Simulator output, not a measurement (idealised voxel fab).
Module name: voxel tone inversion (process module)
For reference, the cross-section in this document is cut, with width 170 nm and square cells of 5 nm.
Just so we're on the same page, the cross-sections are grids of square cells, and they're listed out in bands top to bottom, each band one or more rows deep.
Basically the band line says how high the top is and how high the bottom is, in nm, and then what's in it from left to right, every material with its width in nm. Empty space shows up as "empty", and if a single material carries "edge to edge" it runs the full band edge to edge.
The level at which height equals 0 is the one under which the wafer, as it arrives, is entirely one material. No lower edge exists for the bottom band, which continues downward and is notated as in "z 0 and below".
The notation "30..40" denotes a width that varies across the rows of cells in the band, beginning at the first number in the top row, finishing at the second number in the bottom row, and changing by an identical amount from each row to the next.
What does "no alteration" mean for a step? It means no cell of the cross-section changed in that step.
You'll see "Completely sealed voids" listing empty spaces that have no way open to the top, as long as they're 8 cells or more; the notation is width x height at distance, where the distance is from the left edge, and all of it is in nm.
after a step's settings: what the simulator itself notes on the step
If you see "overlay nm" on a step's line and that step has a mask, it's telling you how far right of where it was planned the mask ended up; a negative number means it went left instead.

PROCESS STEPS - PLAN
1 RECEIVE [material Si]
2 CONFORMAL_DEP [material SiN] [thk nm 10]
3 DIRECTIONAL_DEP [material aC] [thk nm 25]
4 PATTERN [tone cover] [mask id POSTS] [material resist] [width nm 25] [pitch nm 40] [thk nm 30] [overlay nm -15]
5 DIRECTIONAL_ETCH [etch materials aC] [depth nm 25]
6 STRIP [etch materials resist]
7 FILL_DEP [material lowk] [thk nm 10]
8 CMP [height nm 35]
9 STRIP [etch materials aC]
10 CONFORMAL_DEP [material TiN] [thk nm 5]
11 FILL_DEP [material Ru] [thk nm 10]
12 CMP [height nm 35]
13 CONFORMAL_DEP [material SiCN] [thk nm 5]
The overlay nm used in step 4 is not the same on every wafer, whereas the starting condition is; the value printed in the plan is the first wafer's.

AS-RECEIVED CROSS-SECTION, FIRST OF SEVERAL WAFERS, POST STEP 1
- z 0 and below | Si edge to edge
- Completely sealed voids: none

EACH ROW BELOW IS A WAFER AT THE END OF THE MODULE, LISTING FOR EVERY MATERIAL THE NUMBER OF CELLS IT HAS GAINED (+) OR LOST (-) SINCE IT WAS RECEIVED, FOLLOWED BY ITS CLOSED VOIDS
overlay nm -15 | +36 Ru | +34 SiCN | +68 SiN | +39 TiN | +95 lowk | Completely sealed voids: none
overlay nm -10 | +36 Ru | +34 SiCN | +68 SiN | +39 TiN | +95 lowk | Completely sealed voids: none
overlay nm -5 | +36 Ru | +34 SiCN | +68 SiN | +39 TiN | +95 lowk | Completely sealed voids: none
overlay nm 0 | +36 Ru | +34 SiCN | +68 SiN | +39 TiN | +95 lowk | Completely sealed voids: none
overlay nm 5 | +36 Ru | +34 SiCN | +68 SiN | +39 TiN | +95 lowk | Completely sealed voids: none
overlay nm 10 | +36 Ru | +34 SiCN | +68 SiN | +39 TiN | +95 lowk | Completely sealed voids: none
overlay nm 15 | +36 Ru | +34 SiCN | +68 SiN | +39 TiN | +95 lowk | Completely sealed voids: none
